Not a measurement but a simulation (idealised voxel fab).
voxel transistor to metal: a process module
Section shown: cut. Width: 290 nm. Cell size: 5 nm, square.
When this document writes out a cross-section, it uses a grid of square cells and lists it as bands, beginning at the top and moving down, with a band standing for one or more rows of cells. A band entry consists of two parts. The first gives the height of the band's top and the height of its bottom, in nm. The rest lists the band's materials from left to right, each with its width in nm. A single material labelled with the word "full width" fills the band from edge to edge, and the word "air" marks empty space. Beneath 0, the wafer as received is one material, and that level is where height counting begins. The lowest band goes on downward without a bottom; it is written like "from 0 down". Read "30->40" as a graded width: first number on top, second number at the bottom, same change between each pair of neighbouring rows. What does "no change" mean for a step? It means no cell of the cross-section changed in that step. In "Fully sealed cavities" the enclosed voids are listed, meaning empty spaces of 8 cells or larger without any opening to the top. The form is width x height at distance, distance from the left edge, units nm. If you see something after the settings on a step's line, that's the simulator's own remark about that step. On any step carrying a mask, the "overlay nm" setting, if present on the step's line, tells how far right of its planned place the mask lay; negative values point to the left.
Set out below are the planned steps of the process
step 1: RECEIVE | material Si
step 2: CONFORMAL_DEP | material SiO2 | thk nm 5
step 3: CONFORMAL_DEP | material SiN | thk nm 10
step 4: MASKED_ETCH | tone cover | mask id ACTIVE | width nm 115 | pitch nm 135 | etch materials SiN | depth nm 10 | overlay nm 0
step 5: MASKED_ETCH | tone cover | mask id ACTIVE | width nm 115 | pitch nm 135 | etch materials SiO2 | depth nm 5 | overlay nm 0
step 6: MASKED_ETCH | tone cover | mask id ACTIVE | width nm 115 | pitch nm 135 | etch materials Si | depth nm 30 | overlay nm 0
step 7: FILL_DEP | material SiO2 | thk nm 5
step 8: CMP | height nm 15
step 9: SELECTIVE_ETCH | etch materials SiO2 | depth nm 5
step 10: STRIP | etch materials SiN
step 11: SELECTIVE_ETCH | etch materials SiO2 | depth nm 5
step 12: OXIDIZE | depth nm 5
step 13: DIRECTIONAL_DEP | material polySi | thk nm 30
step 14: DIRECTIONAL_DEP | material SiCN | thk nm 10
step 15: PATTERN | tone cover | mask id GATE | material resist | width nm 35 | pitch nm 135 | thk nm 20 | overlay nm 0
step 16: DIRECTIONAL_ETCH | etch materials SiCN | depth nm 20
step 17: DIRECTIONAL_ETCH | etch materials polySi | depth nm 40
step 18: STRIP | etch materials resist
step 19: CONFORMAL_DEP | material SiO2 | thk nm 5
step 20: DIRECTIONAL_ETCH | etch materials SiO2 | depth nm 5
step 21: CONFORMAL_DEP | material SiN | thk nm 10
step 22: DIRECTIONAL_ETCH | etch materials SiN | depth nm 10
step 23: DIRECTIONAL_ETCH | etch materials SiO2 | depth nm 5
step 24: EPI | material SiGe | thk nm 5
step 25: FILL_DEP | material SiO2 | thk nm 10
step 26: CMP | height nm 30
step 27: STRIP | etch materials polySi
step 28: SELECTIVE_ETCH | etch materials SiO2 | depth nm 5
step 29: CONFORMAL_DEP | material HfO2 | thk nm 5
step 30: CONFORMAL_DEP | material TiN | thk nm 5
step 31: FILL_DEP | material W | thk nm 10
step 32: CMP | height nm 25
step 33: DIRECTIONAL_DEP | material SiO2 | thk nm 15
step 34: PATTERN | tone open | mask id CONTACT | material resist | width nm 15 | thk nm 15 | overlay nm 0
step 35: DIRECTIONAL_ETCH | etch materials SiO2 | depth nm 40
step 36: STRIP | etch materials resist
step 37: CONFORMAL_DEP | material TiN | thk nm 5
step 38: FILL_DEP | material Ru | thk nm 5
step 39: CMP | height nm 40
step 40: DIRECTIONAL_DEP | material TiN | thk nm 5
step 41: DIRECTIONAL_DEP | material Ru | thk nm 15
step 42: MASKED_ETCH | tone cover | mask id METAL_1 | width nm 15 | etch materials Ru | depth nm 15 | overlay nm 0
step 43: MASKED_ETCH | tone cover | mask id METAL_1 | width nm 15 | etch materials TiN | depth nm 5 | overlay nm 0
step 44: FILL_DEP | material lowk | thk nm 10
step 45: CMP | height nm 60
step 46: CONFORMAL_DEP | material SiN | thk nm 5
As received (post step 1): cross-section
> from 0 down = Si full width
> Fully sealed cavities: none
The module was run from the start shown above using the plan shown above, but one mistake was made doing it; the resulting wafer cross-section is below
> from 65 to 60 = SiN full width
> from 60 to 45 = lowk: 25  Ru: 15  lowk: 75  Ru: 15  lowk: 30  Ru: 15  lowk: 75  Ru: 15  lowk: 25
> from 45 to 40 = lowk: 25  TiN: 15  lowk: 75  TiN: 15  lowk: 30  TiN: 15  lowk: 75  TiN: 15  lowk: 25
> from 40 to 25 = SiO2: 25  TiN: 5  Ru: 5  TiN: 5  SiO2: 75  TiN: 5  Ru: 5  TiN: 5  SiO2: 30  TiN: 5  Ru: 5  TiN: 5  SiO2: 75  TiN: 5  Ru: 5  TiN: 5  SiO2: 25
> from 25 to 10 = SiO2: 25  TiN: 5  Ru: 5  TiN: 5  SiO2: 5  SiN: 10  HfO2: 5  TiN: 5  W: 25  TiN: 5  HfO2: 5  SiN: 10  SiO2: 5  TiN: 5  Ru: 5  TiN: 5  SiO2: 30  TiN: 5  Ru: 5  TiN: 5  SiO2: 5  SiN: 10  HfO2: 5  TiN: 5  W: 25  TiN: 5  HfO2: 5  SiN: 10  SiO2: 5  TiN: 5  Ru: 5  TiN: 5  SiO2: 25
> from 10 to 5 = SiO2: 25  TiN: 15  SiO2: 5  SiN: 10  HfO2: 5  TiN: 35  HfO2: 5  SiN: 10  SiO2: 5  TiN: 15  SiO2: 30  TiN: 15  SiO2: 5  SiN: 10  HfO2: 5  TiN: 35  HfO2: 5  SiN: 10  SiO2: 5  TiN: 15  SiO2: 25
> from 5 to 0 = SiO2: 10  SiN: 10  SiO2: 5  SiGe: 20  SiO2: 10  HfO2: 45  SiO2: 10  SiGe: 20  SiO2: 5  SiN: 20  SiO2: 5  SiGe: 20  SiO2: 10  HfO2: 45  SiO2: 10  SiGe: 20  SiO2: 5  SiN: 10  SiO2: 10
> from 0 to -5 = SiGe: 10  SiO2: 20  Si: 95  SiO2: 40  Si: 95  SiO2: 20  SiGe: 10
> from -5 down = Si full width
> Fully sealed cavities: none
Run error: so step 4 ended up running with a different setting than we planned, it ran as MASKED_ETCH | tone open | mask id ACTIVE | width nm 115 | pitch nm 135 | etch materials SiN | depth nm 10 | overlay nm 0
